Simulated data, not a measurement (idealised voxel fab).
This section sets out a process module, namely voxel wiring stack.
Section cut is 250 nm wide and gridded with 5 nm square cells.
Cross-section spec: square-cell grid; bands listed top down; each band is one or more rows.
What a band's entry tells you: where the top is and where the bottom is, as heights in nm, and after that what lies inside, material by material from left to right, each with its width in nm. Empty space is written as the word "empty", and a single material marked with the word "full width" occupies the band from edge to edge.
A quick word on heights: they are counted from 0, and under that level the wafer as it came to us is one material throughout. The lowest band is different from the rest in having no bottom; it simply continues downward, written as in "0..down".
It should be noted that a width expressed as "30..40" varies in equal increments from row to row of cells within the band, taking the value of the first number at the top row and that of the second number at the bottom row.
The cross-section has no changed cell in any step marked "same as before".
If an empty space has no open way to the top and is at least 8 cells in size, "Completely sealed voids" lists it, written width x height at distance, where distance is measured from the left edge and every value is in nm.
If you see something after the settings on a step's line, that's the simulator's own remark about that step.
A step line may carry the setting "overlay nm", which, for steps involving a mask, states the distance by which the mask lay to the right of its intended position; negative values denote displacement to the left.

**Process steps foreseen in the plan**
| 1 | RECEIVE with material Si |
| 2 | CONFORMAL_DEP with material SiO2, thk nm 10 |
| 3 | CONFORMAL_DEP with material SiN, thk nm 5 |
| 4 | DIRECTIONAL_DEP with material lowk, thk nm 15 |
| 5 | PATTERN with tone open, mask id METAL_1, material resist, width nm 20, pitch nm 35, thk nm 20, overlay nm 0 |
| 6 | DIRECTIONAL_ETCH with etch materials lowk, depth nm 15 |
| 7 | DIRECTIONAL_ETCH with etch materials SiN, depth nm 5 |
| 8 | STRIP with etch materials resist |
| 9 | CONFORMAL_DEP with material TiN, thk nm 5 |
| 10 | FILL_DEP with material Ru, thk nm 10 |
| 11 | CMP with height nm 30 |
| 12 | EPI with material Ru, thk nm 5 |
| 13 | FILL_DEP with material SiCN, thk nm 5 |
| 14 | DIRECTIONAL_DEP with material lowk, thk nm 10 |
| 15 | DIRECTIONAL_DEP with material aC, thk nm 15 |
| 16 | PATTERN with tone open, mask id PLUG_1, material resist, width nm 15, pitch nm 70, thk nm 30, overlay nm 0 |
| 17 | DIRECTIONAL_ETCH with etch materials aC, depth nm 15 |
| 18 | STRIP with etch materials resist |
| 19 | DIRECTIONAL_ETCH with etch materials lowk, depth nm 10 |
| 20 | DIRECTIONAL_ETCH with etch materials SiCN, depth nm 5 |
| 21 | STRIP with etch materials aC |
| 22 | EPI with material Ru, thk nm 10 |
| 23 | EPI with material Ru, thk nm 5 |
| 24 | DIRECTIONAL_DEP with material TiN, thk nm 5 |
| 25 | DIRECTIONAL_DEP with material W, thk nm 15 |
| 26 | MASKED_ETCH with tone cover, mask id METAL_2, width nm 20, pitch nm 35, etch materials W, depth nm 15, overlay nm 0 |
| 27 | MASKED_ETCH with tone cover, mask id METAL_2, width nm 20, pitch nm 35, etch materials TiN, depth nm 5, overlay nm 0 |
| 28 | CONFORMAL_DEP with material SiCN, thk nm 5 |
| 29 | FILL_DEP with material lowk, thk nm 10 |
| 30 | CMP with height nm 70 |
| 31 | CONFORMAL_DEP with material SiCN, thk nm 5 |
| 32 | DIRECTIONAL_DEP with material lowk, thk nm 15 |
| 33 | PATTERN with tone open, mask id PLUG_2, material resist, width nm 15, pitch nm 35, thk nm 20, overlay nm 0 |
| 34 | DIRECTIONAL_ETCH with etch materials lowk, depth nm 15 |
| 35 | DIRECTIONAL_ETCH with etch materials SiCN, depth nm 5 |
| 36 | STRIP with etch materials resist |
| 37 | CONFORMAL_DEP with material TiN, thk nm 5 |
| 38 | FILL_DEP with material Ru, thk nm 10 |
| 39 | CMP with height nm 90 |
| 40 | DIRECTIONAL_DEP with material TiN, thk nm 5 |
| 41 | DIRECTIONAL_DEP with material W, thk nm 25 |
| 42 | PATTERN with tone cover, mask id METAL_3, material resist, width nm 20, pitch nm 35, thk nm 20, overlay nm 0 |
| 43 | DIRECTIONAL_ETCH with etch materials W, depth nm 25 |
| 44 | DIRECTIONAL_ETCH with etch materials TiN, depth nm 5 |
| 45 | STRIP with etch materials resist |
| 46 | FILL_DEP with material SiO2, thk nm 10 |
| 47 | CMP with height nm 120 |
| 48 | CONFORMAL_DEP with material SiCN, thk nm 5 |

**Step 1 complete: cross-section of the wafer as received**
	0..down: Si full width
	Completely sealed voids: none

**End-of-module cross-section of the first of two wafers, processed as planned**
	125..120: SiCN full width
	120..95: 60 SiO2, then 20 W, then 15 SiO2, then 20 W, then 15 SiO2, then 20 W, then 15 SiO2, then 20 W, then 65 SiO2
	95..90: 60 SiO2, then 20 TiN, then 15 SiO2, then 20 TiN, then 15 SiO2, then 20 TiN, then 15 SiO2, then 20 TiN, then 65 SiO2
	90..75: 60 lowk, then 5 TiN, then 5 Ru, then 5 TiN, then 20 lowk, then 5 TiN, then 5 Ru, then 5 TiN, then 20 lowk, then 5 TiN, then 5 Ru, then 5 TiN, then 20 lowk, then 5 TiN, then 5 Ru, then 5 TiN, then 70 lowk
	75..70: 60 SiCN, then 15 TiN, then 20 SiCN, then 15 TiN, then 20 SiCN, then 15 TiN, then 20 SiCN, then 15 TiN, then 70 SiCN
	70..55: 55 lowk, then 5 SiCN, then 20 W, then 5 SiCN, then 5 lowk, then 5 SiCN, then 20 W, then 5 SiCN, then 5 lowk, then 5 SiCN, then 20 W, then 5 SiCN, then 5 lowk, then 5 SiCN, then 20 W, then 5 SiCN, then 60 lowk
	55..50: 60 SiCN, then 20 TiN, then 15 SiCN, then 20 TiN, then 15 SiCN, then 20 TiN, then 15 SiCN, then 20 TiN, then 65 SiCN
	50..40: 60 lowk, then 15 Ru, then 55 lowk, then 15 Ru, then 105 lowk
	40..35: 60 SiCN, then 15 Ru, then 55 SiCN, then 15 Ru, then 105 SiCN
	35..30: 55 SiCN, then 30 Ru, then 5 SiCN, then 30 Ru, then 5 SiCN, then 30 Ru, then 5 SiCN, then 30 Ru, then 60 SiCN
	30..15: 60 lowk, then 5 TiN, then 10 Ru, then 5 TiN, then 15 lowk, then 5 TiN, then 10 Ru, then 5 TiN, then 15 lowk, then 5 TiN, then 10 Ru, then 5 TiN, then 15 lowk, then 5 TiN, then 10 Ru, then 5 TiN, then 65 lowk
	15..10: 60 SiN, then 20 TiN, then 15 SiN, then 20 TiN, then 15 SiN, then 20 TiN, then 15 SiN, then 20 TiN, then 65 SiN
	10..0: SiO2 full width
	0..down: Si full width
	Completely sealed voids: none

**Second wafer through the module, sectioned at the end: same beginning and same plan as the first wafer, with one mistake in carrying it out**
	125..120: SiCN full width
	120..95: 60 SiO2, then 20 W, then 15 SiO2, then 20 W, then 15 SiO2, then 20 W, then 15 SiO2, then 20 W, then 65 SiO2
	95..90: 60 SiO2, then 20 TiN, then 15 SiO2, then 20 TiN, then 15 SiO2, then 20 TiN, then 15 SiO2, then 20 TiN, then 65 SiO2
	90..75: 60 lowk, then 5 TiN, then 5 Ru, then 5 TiN, then 20 lowk, then 5 TiN, then 5 Ru, then 5 TiN, then 20 lowk, then 5 TiN, then 5 Ru, then 5 TiN, then 20 lowk, then 5 TiN, then 5 Ru, then 5 TiN, then 70 lowk
	75..70: 60 SiCN, then 15 TiN, then 20 SiCN, then 15 TiN, then 20 SiCN, then 15 TiN, then 20 SiCN, then 15 TiN, then 70 SiCN
	70..55: 55 lowk, then 5 SiCN, then 20 W, then 5 SiCN, then 5 lowk, then 5 SiCN, then 20 W, then 5 SiCN, then 5 lowk, then 5 SiCN, then 20 W, then 5 SiCN, then 5 lowk, then 5 SiCN, then 20 W, then 5 SiCN, then 60 lowk
	55..50: 60 SiCN, then 20 TiN, then 15 SiCN, then 20 TiN, then 15 SiCN, then 20 TiN, then 15 SiCN, then 20 TiN, then 65 SiCN
	50..40: 65 lowk, then 15 Ru, then 55 lowk, then 15 Ru, then 100 lowk
	40..35: 65 SiCN, then 15 Ru, then 55 SiCN, then 15 Ru, then 100 SiCN
	35..30: 55 SiCN, then 30 Ru, then 5 SiCN, then 30 Ru, then 5 SiCN, then 30 Ru, then 5 SiCN, then 30 Ru, then 60 SiCN
	30..15: 60 lowk, then 5 TiN, then 10 Ru, then 5 TiN, then 15 lowk, then 5 TiN, then 10 Ru, then 5 TiN, then 15 lowk, then 5 TiN, then 10 Ru, then 5 TiN, then 15 lowk, then 5 TiN, then 10 Ru, then 5 TiN, then 65 lowk
	15..10: 60 SiN, then 20 TiN, then 15 SiN, then 20 TiN, then 15 SiN, then 20 TiN, then 15 SiN, then 20 TiN, then 65 SiN
	10..0: SiO2 full width
	0..down: Si full width
	Completely sealed voids: none
Want to know what went wrong? step 16 did not happen as planned, as run it was PATTERN with tone open, mask id PLUG_1, material resist, width nm 15, pitch nm 70, thk nm 30, overlay nm 5
Final wafers compared: equal cell tally per material, rearranged layout.
